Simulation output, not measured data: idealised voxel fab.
process module | voxel air gaps
cross-section cut | 275 nm wide | cells 5 nm
A cross-section is a grid of square cells, given in bands from the top down. A band is one or more rows of cells.
Each band's line starts with the height of the band's top and of its bottom, in nm. Then come its materials from left to right, each with its width in nm. One material with "throughout" fills the band from edge to edge. "air" is empty space.
Height 0 is the level under which the wafer as received is all one material. The lowest band goes on downwards, as in "0 down".
A width such as "30 to 40" changes by the same amount from each row of cells to the next, from the band's top row to its bottom row.
"no change" after a step means that no cell of the cross-section changed.
closed voids: empty space of 8 cells or more with no open way to the top, each as width x height at its distance from the left edge, in nm
after a step's settings: what the simulator itself notes on the step
overlay nm, on a step with a mask: how far to the right of its planned place the mask lay; to the left if negative
plan
1 op RECEIVE | material Si
2 op CONFORMAL_DEP | material SiO2 | thk nm 10
3 op CONFORMAL_DEP | material SiCN | thk nm 5
4 op DIRECTIONAL_DEP | material SiO2 | thk nm 35
5 op MASKED_ETCH | tone open | mask id LINES | width nm 20 | pitch nm 45 | etch materials SiO2 | depth nm 35 | overlay nm 0
6 op CONFORMAL_DEP | material TiN | thk nm 5
7 op FILL_DEP | material Ru | thk nm 5
8 op CMP | height nm 50
9 op EPI | material Ru | thk nm 10
10 op SELECTIVE_ETCH | etch materials SiO2 | depth nm 45
11 op CONFORMAL_DEP | material SiCN | thk nm 5
as received, after step 1
  0 down: Si throughout
  closed voids: none
first wafer at the end, as planned
  65 to 60: air 65 | SiCN 140 | air 70
  60 to 50: air 65 | SiCN 5 | Ru 40 | SiCN 5 | Ru 40 | SiCN 5 | Ru 40 | SiCN 5 | air 70
  50 to 45: air 65 | SiCN 15 | TiN 5 | Ru 10 | TiN 5 | SiCN 25 | TiN 5 | Ru 10 | TiN 5 | SiCN 25 | TiN 5 | Ru 10 | TiN 5 | SiCN 15 | air 70
  45 to 20: air 75 | SiCN 5 | TiN 5 | Ru 10 | TiN 5 | SiCN 5 | air 15 | SiCN 5 | TiN 5 | Ru 10 | TiN 5 | SiCN 5 | air 15 | SiCN 5 | TiN 5 | Ru 10 | TiN 5 | SiCN 5 | air 80
  20 to 15: SiCN 80 | TiN 20 | SiCN 25 | TiN 20 | SiCN 25 | TiN 20 | SiCN 85
  15 to 10: SiCN throughout
  10 to 0: SiO2 throughout
  0 down: Si throughout
  closed voids: 15 x 25 at 105; 15 x 25 at 150
second wafer at the end: like start, like plan, one mistake
  65 to 60: air 55 | SiCN 140 | air 80
  60 to 50: air 55 | SiCN 5 | Ru 40 | SiCN 5 | Ru 40 | SiCN 5 | Ru 40 | SiCN 5 | air 80
  50 to 45: air 55 | SiCN 15 | TiN 5 | Ru 10 | TiN 5 | SiCN 25 | TiN 5 | Ru 10 | TiN 5 | SiCN 25 | TiN 5 | Ru 10 | TiN 5 | SiCN 15 | air 80
  45 to 20: air 65 | SiCN 5 | TiN 5 | Ru 10 | TiN 5 | SiCN 5 | air 15 | SiCN 5 | TiN 5 | Ru 10 | TiN 5 | SiCN 5 | air 15 | SiCN 5 | TiN 5 | Ru 10 | TiN 5 | SiCN 5 | air 90
  20 to 15: SiCN 70 | TiN 20 | SiCN 25 | TiN 20 | SiCN 25 | TiN 20 | SiCN 95
  15 to 10: SiCN throughout
  10 to 0: SiO2 throughout
  0 down: Si throughout
  closed voids: 15 x 25 at 95; 15 x 25 at 140
what went wrong: step 5 ran as: op MASKED_ETCH | tone open | mask id LINES | width nm 20 | pitch nm 45 | etch materials SiO2 | depth nm 35 | overlay nm -10
at the end the second wafer has, in cells: as many of each material as the first, in other places
